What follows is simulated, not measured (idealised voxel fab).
Process module under the name voxel gate over fins
Each square cell in cross-section cut measures 5 nm, and the section as a whole is 205 nm wide.
In what follows, cross-sections appear as grids of square cells, described through bands that run from the top down, where every band is one or more rows of cells.
Each band's line starts with the height of the band's top and of its bottom, in nm. Then come its materials from left to right, each with its width in nm. One material with "edge to edge" fills the band from edge to edge. "empty" is empty space.
Height 0 is the level under which the wafer as received is all one material. The lowest band goes on downwards, as in "0 -> down".
Width: "30..40" (first number = top row, second number = bottom row, same change from row to row of cells).
It should be understood that the words "nothing different", when stated for a given step, signify that the cross-section underwent no change in any of its cells during that step.
This entry, "Fully closed voids", enumerates those empty regions of no fewer than 8 cells that possess no open connection to the top. Each region is reported in the form width x height at distance, the distance being taken from the left edge, with all three quantities expressed in nm.
Note: text after step settings on the step line = simulator remark on that step.
overlay nm: on a step with a mask, how far right of its planned place the mask lay; negative means left.
### Planned step list for the process
- 1: op RECEIVE | material Si
- 2: op CONFORMAL_DEP | material SiN | thk nm 10
- 3: op MASKED_ETCH | tone cover | mask id FINS | width nm 15 | pitch nm 40 | etch materials SiN | depth nm 10 | overlay nm 0
- 4: op MASKED_ETCH | tone cover | mask id FINS | width nm 15 | pitch nm 40 | etch materials Si | depth nm 40 | overlay nm 0
- 5: op FILL_DEP | material SiO2 | thk nm 5
- 6: op CMP | height nm 10
- 7: op SELECTIVE_ETCH | etch materials SiO2 | depth nm 20
- 8: op STRIP | etch materials SiN
- 9: op CONFORMAL_DEP | material HfO2 | thk nm 5
- 10: op CONFORMAL_DEP | material TiN | thk nm 5
- 11: op CONFORMAL_DEP | material TiAl | thk nm 5
- 12: op CONFORMAL_DEP | material TiN | thk nm 5
- 13: op FILL_DEP | material W | thk nm 15
- 14: op CMP | height nm 30
- 15: op CONFORMAL_DEP | material SiN | thk nm 10
### The first of two wafers, run as planned
### Cross-section of the incoming wafer, state after step 1
    0 -> down  Si edge to edge
    Fully closed voids: none
### Sectional view: wafer, after step 2
    10 -> 0  SiN edge to edge
    Under 0: no change, same as before.
### Sectional view: wafer, after step 3
    10 -> 0  empty=75, then SiN=15, then empty=25, then SiN=15, then empty=75
    Under 0: no change, same as before.
### Sectional view: wafer, after step 4
    10 -> 0  empty=75, then SiN=15, then empty=25, then SiN=15, then empty=75
    0 -> -40  empty=75, then Si=15, then empty=25, then Si=15, then empty=75
    Under -40: no change, same as before.
### Sectional view: wafer, after step 5
    15 -> 10  SiO2 edge to edge
    10 -> 0  SiO2=75, then SiN=15, then SiO2=25, then SiN=15, then SiO2=75
    0 -> -40  SiO2=75, then Si=15, then SiO2=25, then Si=15, then SiO2=75
    Under -40: no change, same as before.
### Sectional view: wafer, after step 6
    10 -> 0  SiO2=75, then SiN=15, then SiO2=25, then SiN=15, then SiO2=75
    Under 0: no change, same as before.
### Sectional view: wafer, after step 7
    10 -> 0  empty=75, then SiN=15, then empty=25, then SiN=15, then empty=75
    0 -> -10  empty=75, then Si=15, then empty=25, then Si=15, then empty=75
    Under -10: no change, same as before.
### Sectional view: wafer, after step 8
    0 -> -10  empty=75, then Si=15, then empty=25, then Si=15, then empty=75
    Under -10: no change, same as before.
### Sectional view: wafer, after step 9
    5 -> 0  empty=70, then HfO2=25, then empty=15, then HfO2=25, then empty=70
    0 -> -5  empty=70, then HfO2=5, then Si=15, then HfO2=5, then empty=15, then HfO2=5, then Si=15, then HfO2=5, then empty=70
    -5 -> -10  HfO2=75, then Si=15, then HfO2=25, then Si=15, then HfO2=75
    Under -10: no change, same as before.
### Sectional view: wafer, after step 10
    10 -> 5  empty=65, then TiN=35, then empty=5, then TiN=35, then empty=65
    5 -> 0  empty=65, then TiN=5, then HfO2=25, then TiN=5, then empty=5, then TiN=5, then HfO2=25, then TiN=5, then empty=65
    0 -> -5  TiN=70, then HfO2=5, then Si=15, then HfO2=5, then TiN=15, then HfO2=5, then Si=15, then HfO2=5, then TiN=70
    Under -5: no change, same as before.
### Sectional view: wafer, after step 11
    15 -> 10  empty=60, then TiAl=85, then empty=60
    10 -> 5  empty=60, then TiAl=5, then TiN=35, then TiAl=5, then TiN=35, then TiAl=5, then empty=60
    5 -> 0  TiAl=65, then TiN=5, then HfO2=25, then TiN=5, then TiAl=5, then TiN=5, then HfO2=25, then TiN=5, then TiAl=65
    Under 0: no change, same as before.
### Sectional view: wafer, after step 12
    20 -> 15  empty=55, then TiN=95, then empty=55
    15 -> 10  empty=55, then TiN=5, then TiAl=85, then TiN=5, then empty=55
    10 -> 5  TiN=60, then TiAl=5, then TiN=35, then TiAl=5, then TiN=35, then TiAl=5, then TiN=60
    Under 5: no change, same as before.
### Sectional view: wafer, after step 13
    35 -> 20  W edge to edge
    20 -> 15  W=55, then TiN=95, then W=55
    15 -> 10  W=55, then TiN=5, then TiAl=85, then TiN=5, then W=55
    Under 10: no change, same as before.
### Sectional view: wafer, after step 14
    30 -> 20  W edge to edge
    Under 20: no change, same as before.
### Sectional view: wafer, after step 15
    40 -> 30  SiN edge to edge
    Under 30: no change, same as before.
### Companion wafer, the second of two: same beginning, same intended sequence, one mistake in carrying it out; through step 3 inclusive it tracks the first exactly
### Second wafer cross-section, taken as of the time the plan sets for step 4 to be done
    10 -> 0  empty=75, then SiN=15, then empty=25, then SiN=15, then empty=75
    0 -> -30  empty=75, then Si=15, then empty=25, then Si=15, then empty=75
    Under -30: no change, same as before.
### Second wafer cross-section, taken as of the time the plan sets for step 5 to be done
    15 -> 10  SiO2 edge to edge
    10 -> 0  SiO2=75, then SiN=15, then SiO2=25, then SiN=15, then SiO2=75
    0 -> -30  SiO2=75, then Si=15, then SiO2=25, then Si=15, then SiO2=75
    Under -30: no change, same as before.
### Second wafer cross-section, taken as of the time the plan sets for step 6 to be done
    10 -> 0  SiO2=75, then SiN=15, then SiO2=25, then SiN=15, then SiO2=75
    Under 0: no change, same as before.
### Second wafer cross-section, taken as of the time the plan sets for step 7 to be done
    10 -> 0  empty=75, then SiN=15, then empty=25, then SiN=15, then empty=75
    0 -> -10  empty=75, then Si=15, then empty=25, then Si=15, then empty=75
    Under -10: no change, same as before.
### Second wafer cross-section, taken as of the time the plan sets for step 8 to be done
    0 -> -10  empty=75, then Si=15, then empty=25, then Si=15, then empty=75
    Under -10: no change, same as before.
### Second wafer cross-section, taken as of the time the plan sets for step 9 to be done
    5 -> 0  empty=70, then HfO2=25, then empty=15, then HfO2=25, then empty=70
    0 -> -5  empty=70, then HfO2=5, then Si=15, then HfO2=5, then empty=15, then HfO2=5, then Si=15, then HfO2=5, then empty=70
    -5 -> -10  HfO2=75, then Si=15, then HfO2=25, then Si=15, then HfO2=75
    Under -10: no change, same as before.
### Second wafer cross-section, taken as of the time the plan sets for step 10 to be done
    10 -> 5  empty=65, then TiN=35, then empty=5, then TiN=35, then empty=65
    5 -> 0  empty=65, then TiN=5, then HfO2=25, then TiN=5, then empty=5, then TiN=5, then HfO2=25, then TiN=5, then empty=65
    0 -> -5  TiN=70, then HfO2=5, then Si=15, then HfO2=5, then TiN=15, then HfO2=5, then Si=15, then HfO2=5, then TiN=70
    Under -5: no change, same as before.
### Second wafer cross-section, taken as of the time the plan sets for step 11 to be done
    15 -> 10  empty=60, then TiAl=85, then empty=60
    10 -> 5  empty=60, then TiAl=5, then TiN=35, then TiAl=5, then TiN=35, then TiAl=5, then empty=60
    5 -> 0  TiAl=65, then TiN=5, then HfO2=25, then TiN=5, then TiAl=5, then TiN=5, then HfO2=25, then TiN=5, then TiAl=65
    Under 0: no change, same as before.
### Second wafer cross-section, taken as of the time the plan sets for step 12 to be done
    20 -> 15  empty=55, then TiN=95, then empty=55
    15 -> 10  empty=55, then TiN=5, then TiAl=85, then TiN=5, then empty=55
    10 -> 5  TiN=60, then TiAl=5, then TiN=35, then TiAl=5, then TiN=35, then TiAl=5, then TiN=60
    Under 5: no change, same as before.
### Second wafer cross-section, taken as of the time the plan sets for step 13 to be done
    35 -> 20  W edge to edge
    20 -> 15  W=55, then TiN=95, then W=55
    15 -> 10  W=55, then TiN=5, then TiAl=85, then TiN=5, then W=55
    Under 10: no change, same as before.
### Second wafer cross-section, taken as of the time the plan sets for step 14 to be done
    30 -> 20  W edge to edge
    Under 20: no change, same as before.
### Second wafer cross-section, taken as of the time the plan sets for step 15 to be done
    40 -> 30  SiN edge to edge
    Under 30: no change, same as before.
Deviation noted in wafer processing: step 4 ran as: op MASKED_ETCH | tone cover | mask id FINS | width nm 15 | pitch nm 40 | etch materials Si | depth nm 30 | overlay nm 0
The closing comparison, in cells, has the second wafer with more or fewer of some materials than the first: +70 Si | -70 SiO2
